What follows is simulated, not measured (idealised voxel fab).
This section sets out a process module, namely voxel released beams.
Square cell edge 5 nm, section width 175 nm, ID cut.
Cross-section format: a grid of square cells, given as bands from top to bottom; each band is one or more rows of cells.
A band entry consists of two parts. The first gives the height of the band's top and the height of its bottom, in nm. The rest lists the band's materials from left to right, each with its width in nm. A single material labelled with the word "throughout" fills the band from edge to edge, and the word "air" marks empty space.
For the purposes of this specification, 0 denotes the height below which the wafer in its as-received condition is composed wholly of one material, and the lowermost band, lacking a lower limit, extends downward without end, as expressed in "from 0 down".
So if you see something like "30 to 40" for the width, read it as the top row of the band sitting at the first number and the bottom row at the second, with every row in between moving by the same amount as the last.
Given "changes: none" for a step, no cell of the cross-section differs between before and after that step.
"Enclosed voids": sealed empty spaces, 8 cells or more, no open way to top, listed width x height at distance, with distance from the left edge and width, height and distance in nm.
That trailing text on a step's line, after the settings, is the simulator's own remark on the step.
On any step carrying a mask, the "overlay nm" setting, if present on the step's line, tells how far right of its planned place the mask lay; negative values point to the left.

-- The following list gives the planned process steps
step 1: RECEIVE,material Si
step 2: CONFORMAL_DEP,material SiN,thk nm 10
step 3: DIRECTIONAL_DEP,material SiO2,thk nm 15
step 4: PATTERN,tone open,mask id ANCHOR,material resist,width nm 45,thk nm 20,overlay nm 0
step 5: DIRECTIONAL_ETCH,etch materials SiO2,depth nm 15
step 6: STRIP,etch materials resist
step 7: CONFORMAL_DEP,material W,thk nm 15
step 8: MASKED_ETCH,tone cover,mask id BEAM,width nm 110,etch materials W,depth nm 15,overlay nm 0
step 9: STRIP,etch materials SiO2

-- Wafer as received: cross-section following step 1
> from 0 down | Si throughout
> Enclosed voids: none

-- Here's the cross-section of the first of our two wafers at the end of the module - it ran as planned
> from 40 to 25 | air: 30 / W: 20 / air: 15 / W: 75 / air: 35
> from 25 to 10 | air: 35 / W: 45 / air: 95
> from 10 to 0 | SiN throughout
> from 0 down | Si throughout
> Enclosed voids: none

-- Cross-section, wafer two of two, end of module: same start and plan as wafer one, one error in execution
> from 40 to 25 | air: 30 / W: 30 / air: 15 / W: 65 / air: 35
> from 25 to 10 | air: 45 / W: 45 / air: 85
> from 10 to 0 | SiN throughout
> from 0 down | Si throughout
> Enclosed voids: none
Diagnosis: it should be noted that step 4 was executed with settings other than those planned, the operation and settings actually applied being PATTERN,tone open,mask id ANCHOR,material resist,width nm 45,thk nm 20,overlay nm 10
Final state: per-material cell counts identical on both wafers; locations differ.
